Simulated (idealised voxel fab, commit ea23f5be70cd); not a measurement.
This is a process module. Its name is voxel capacitor over wiring.
The cross-section shown here is cut; it is 235 nm wide and divided into square cells measuring 5 nm on a side.
Square cells in a grid make up a cross-section in this document, and the grid is given as bands, listed from the top down, each one or more rows of cells.
The entry gives the band's vertical extent as a top height and a bottom height in nm, then its horizontal make-up as materials from left to right, each with a width in nm. "empty" stands for empty space; a single material marked "all across" fills the band edge to edge.
Beneath 0, the wafer as received is one material, and that level is where height counting begins. The lowest band goes on downward without a bottom; it is written like "0 nm and below".
So if you see something like "30->40" for the width, read it as the top row of the band sitting at the first number and the bottom row at the second, with every row in between moving by the same amount as the last.
What does "remained the same" mean for a step? It means no cell of the cross-section changed in that step.
Look at "Closed void catalog" for the closed voids: empty spaces with no open path to the top, sized 8 cells or up. Each is width x height at distance, distance from the left edge, all nm.
On a step's line, text after the settings is the simulator commenting on that step.
The optional step-line setting "overlay nm" applies to steps with a mask and quantifies how far to the right of its planned location the mask lay, a negative value indicating leftward placement.
## Listed below are the process steps as planned
step 1: op RECEIVE | material Si
step 2: op CONFORMAL_DEP | material SiO2 | thk nm 10
step 3: op DIRECTIONAL_DEP | material TiN | thk nm 5
step 4: op DIRECTIONAL_DEP | material Ru | thk nm 15
step 5: op MASKED_ETCH | tone cover | mask id METAL_1 | width nm 30 | pitch nm 95 | etch materials Ru | depth nm 25 | overlay nm 0
step 6: op MASKED_ETCH | tone cover | mask id METAL_1 | width nm 30 | pitch nm 95 | etch materials TiN | depth nm 5 | overlay nm 0
step 7: op CONFORMAL_DEP | material SiCN | thk nm 5
step 8: op FILL_DEP | material SiO2 | thk nm 5
step 9: op CMP | height nm 40
step 10: op CONFORMAL_DEP | material SiCN | thk nm 5
step 11: op DIRECTIONAL_DEP | material SiO2 | thk nm 20
step 12: op PATTERN | tone open | mask id PLUG_1 | material resist | width nm 15 | thk nm 20 | overlay nm 0
step 13: op DIRECTIONAL_ETCH | etch materials SiO2 | depth nm 20
step 14: op DIRECTIONAL_ETCH | etch materials SiCN | depth nm 5
step 15: op STRIP | etch materials resist
step 16: op CONFORMAL_DEP | material TiN | thk nm 5
step 17: op FILL_DEP | material W | thk nm 10
step 18: op CMP | height nm 65
step 19: op DIRECTIONAL_DEP | material TiN | thk nm 10
step 20: op DIRECTIONAL_DEP | material Al2O3 | thk nm 5
step 21: op DIRECTIONAL_DEP | material TiN | thk nm 10
step 22: op MASKED_ETCH | tone cover | mask id UPPER_PLATE | width nm 70 | etch materials TiN | depth nm 10 | overlay nm 0
step 23: op MASKED_ETCH | tone cover | mask id UPPER_PLATE | width nm 70 | etch materials Al2O3 | depth nm 5 | overlay nm 0
step 24: op MASKED_ETCH | tone cover | mask id LOWER_PLATE | width nm 80 | etch materials TiN | depth nm 10 | overlay nm 0
step 25: op FILL_DEP | material SiO2 | thk nm 20
step 26: op CMP | height nm 105
step 27: op DIRECTIONAL_DEP | material aC | thk nm 10
step 28: op PATTERN | tone open | mask id PLUG_2 | material resist | width nm 15 | thk nm 30 | overlay nm 0
step 29: op DIRECTIONAL_ETCH | etch materials aC | depth nm 10
step 30: op STRIP | etch materials resist
step 31: op DIRECTIONAL_ETCH | etch materials SiO2 | depth nm 15
step 32: op STRIP | etch materials aC
step 33: op CONFORMAL_DEP | material TiN | thk nm 5
step 34: op FILL_DEP | material Ru | thk nm 5
step 35: op CMP | height nm 105
step 36: op CONFORMAL_DEP | material SiCN | thk nm 5
Heads up: all these wafers start the same, and what changes between them is the thk nm in step 4. The value you see in the plan is just what the first wafer got.
## Step 1 complete: as-received cross-section of the first of several wafers
	0 nm and below | Si all across
	Closed void catalog: none
## first wafer at the end, after step 36
	110 nm to 105 nm | SiCN all across
	105 nm to 95 nm | SiO2 80 nm; TiN 5 nm; Ru 5 nm; TiN 5 nm; SiO2 140 nm
	95 nm to 90 nm | SiO2 80 nm; TiN 15 nm; SiO2 140 nm
	90 nm to 80 nm | SiO2 70 nm; TiN 70 nm; SiO2 95 nm
	80 nm to 75 nm | SiO2 70 nm; Al2O3 70 nm; SiO2 95 nm
	75 nm to 65 nm | SiO2 65 nm; TiN 80 nm; SiO2 90 nm
	65 nm to 45 nm | SiO2 70 nm; TiN 5 nm; W 5 nm; TiN 5 nm; SiO2 150 nm
	45 nm to 40 nm | SiCN 70 nm; TiN 15 nm; SiCN 150 nm
	40 nm to 35 nm | SiO2 all across
	35 nm to 30 nm | SiO2 50 nm; SiCN 40 nm; SiO2 55 nm; SiCN 40 nm; SiO2 50 nm
	30 nm to 15 nm | SiO2 50 nm; SiCN 5 nm; Ru 30 nm; SiCN 5 nm; SiO2 55 nm; SiCN 5 nm; Ru 30 nm; SiCN 5 nm; SiO2 50 nm
	15 nm to 10 nm | SiCN 55 nm; TiN 30 nm; SiCN 65 nm; TiN 30 nm; SiCN 55 nm
	10 nm to 0 nm | SiO2 all across
	0 nm and below | Si all across
	Closed void catalog: none
## Last-wafer cross-section at the end of the module
	110 nm to 105 nm | SiCN all across
	105 nm to 95 nm | SiO2 80 nm; TiN 5 nm; Ru 5 nm; TiN 5 nm; SiO2 140 nm
	95 nm to 90 nm | SiO2 80 nm; TiN 15 nm; SiO2 140 nm
	90 nm to 80 nm | SiO2 70 nm; TiN 70 nm; SiO2 95 nm
	80 nm to 75 nm | SiO2 70 nm; Al2O3 70 nm; SiO2 95 nm
	75 nm to 65 nm | SiO2 65 nm; TiN 80 nm; SiO2 90 nm
	65 nm to 45 nm | SiO2 70 nm; TiN 5 nm; W 5 nm; TiN 5 nm; SiO2 150 nm
	45 nm to 40 nm | SiCN 70 nm; TiN 15 nm; SiCN 150 nm
	40 nm to 35 nm | SiO2 50 nm; SiCN 5 nm; Ru 30 nm; SiCN 5 nm; SiO2 55 nm; SiCN 5 nm; Ru 30 nm; SiCN 5 nm; SiO2 50 nm
	35 nm to 30 nm | SiCN 55 nm; Ru 30 nm; SiCN 65 nm; Ru 30 nm; SiCN 55 nm
	30 nm to 15 nm | Ru all across
	15 nm to 10 nm | TiN all across
	10 nm to 0 nm | SiO2 all across
	0 nm and below | Si all across
	Closed void catalog: none
## Note: the following table is arranged by wafer, a row apiece. Each row reports the end-of-module state: per material, cells gained (+) or cells lost (-) compared with the wafer as received; closed voids follow
thk nm 15, +14 Al2O3, +38 Ru, +154 SiCN, +734 SiO2, +90 TiN, +4 W, Closed void catalog: none
thk nm 20, +14 Al2O3, +50 Ru, +158 SiCN, +718 SiO2, +90 TiN, +4 W, Closed void catalog: none
thk nm 25, +14 Al2O3, +62 Ru, +146 SiCN, +718 SiO2, +90 TiN, +4 W, Closed void catalog: none
thk nm 30, +14 Al2O3, +97 Ru, +138 SiCN, +656 SiO2, +125 TiN, +4 W, Closed void catalog: none
thk nm 35, +14 Al2O3, +132 Ru, +134 SiCN, +625 SiO2, +125 TiN, +4 W, Closed void catalog: none
thk nm 40, +14 Al2O3, +167 Ru, +130 SiCN, +594 SiO2, +125 TiN, +4 W, Closed void catalog: none
